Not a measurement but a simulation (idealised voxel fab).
process module | voxel self aligned vias
cross-section cut | 285 nm wide | cells 5 nm
A cross-section is a grid of square cells, given in bands from the top down. A band is one or more rows of cells.
Each band's line starts with the height of the band's top and of its bottom, in nm. Then come its materials from left to right, each with its width in nm. One material with "throughout" fills the band from edge to edge. "air" is empty space.
Height 0 is the level under which the wafer as received is all one material. The lowest band goes on downwards, as in "0 down".
A width such as "30 to 40" changes by the same amount from each row of cells to the next, from the band's top row to its bottom row.
"no change" after a step means that no cell of the cross-section changed.
closed voids: empty space of 8 cells or more with no open way to the top, each as width x height at its distance from the left edge, in nm
after a step's settings: what the simulator itself notes on the step
overlay nm, on a step with a mask: how far to the right of its planned place the mask lay; to the left if negative
plan
1 op RECEIVE | material Si
2 op CONFORMAL_DEP | material SiO2 | thk nm 15
3 op CONFORMAL_DEP | material SiCN | thk nm 5
4 op DIRECTIONAL_DEP | material SiO2 | thk nm 20
5 op PATTERN | tone open | mask id LINES | material resist | width nm 20 | pitch nm 45 | thk nm 15 | overlay nm 0
6 op DIRECTIONAL_ETCH | etch materials SiO2 | depth nm 20
7 op STRIP | etch materials resist
8 op CONFORMAL_DEP | material TiN | thk nm 5
9 op FILL_DEP | material W | thk nm 5
10 op CMP | height nm 40
11 op SELECTIVE_ETCH | etch materials W Ru TiN | depth nm 5
12 op FILL_DEP | material SiN | thk nm 10
13 op CMP | height nm 40
14 op DIRECTIONAL_DEP | material SiO2 | thk nm 15
15 op DIRECTIONAL_DEP | material aC | thk nm 15
16 op PATTERN | tone open | mask id VIAS | material resist | width nm 30 | thk nm 30 | overlay nm 0
17 op DIRECTIONAL_ETCH | etch materials aC | depth nm 15
18 op STRIP | etch materials resist
19 op DIRECTIONAL_ETCH | etch materials SiO2 | depth nm 15
20 op DIRECTIONAL_ETCH | etch materials SiN | depth nm 5
21 op STRIP | etch materials aC
22 op CONFORMAL_DEP | material TiN | thk nm 5
23 op FILL_DEP | material W | thk nm 5
24 op CMP | height nm 55
25 op CONFORMAL_DEP | material SiN | thk nm 5
as received, after step 1
  0 down: Si throughout
  closed voids: none
first wafer at the end, as planned
  60 to 55: SiN throughout
  55 to 45: SiO2 105 | TiN 5 | W 20 | TiN 5 | SiO2 150
  45 to 40: SiO2 105 | TiN 10 | W 10 | TiN 10 | SiO2 150
  40 to 35: SiO2 110 | TiN 20 | SiO2 25 | SiN 20 | SiO2 110
  35 to 25: SiO2 110 | TiN 5 | W 10 | TiN 5 | SiO2 25 | TiN 5 | W 10 | TiN 5 | SiO2 110
  25 to 20: SiO2 110 | TiN 20 | SiO2 25 | TiN 20 | SiO2 110
  20 to 15: SiCN throughout
  15 to 0: SiO2 throughout
  0 down: Si throughout
  closed voids: none
second wafer at the end: like start, like plan, one mistake
  60 to 55: SiN throughout
  55 to 45: SiO2 105 | TiN 5 | W 20 | TiN 5 | SiO2 150
  45 to 40: SiO2 105 | TiN 30 | SiO2 150
  40 to 35: SiN 105 | TiN 5 | SiO2 20 | TiN 5 | SiN 20 | SiO2 20 | SiN 110
  35 to 25: W 105 | TiN 5 | SiO2 20 | TiN 5 | W 15 | TiN 5 | SiO2 20 | TiN 5 | W 105
  25 to 20: TiN 110 | SiO2 20 | TiN 25 | SiO2 20 | TiN 110
  20 to 15: SiCN throughout
  15 to 0: SiO2 throughout
  0 down: Si throughout
  closed voids: none
what went wrong: step 5 ran as: op PATTERN | tone cover | mask id LINES | material resist | width nm 20 | pitch nm 45 | thk nm 15 | overlay nm 0
at the end the second wafer has, in cells: 43 more of SiN | 164 fewer of SiO2 | 41 more of TiN | 80 more of W
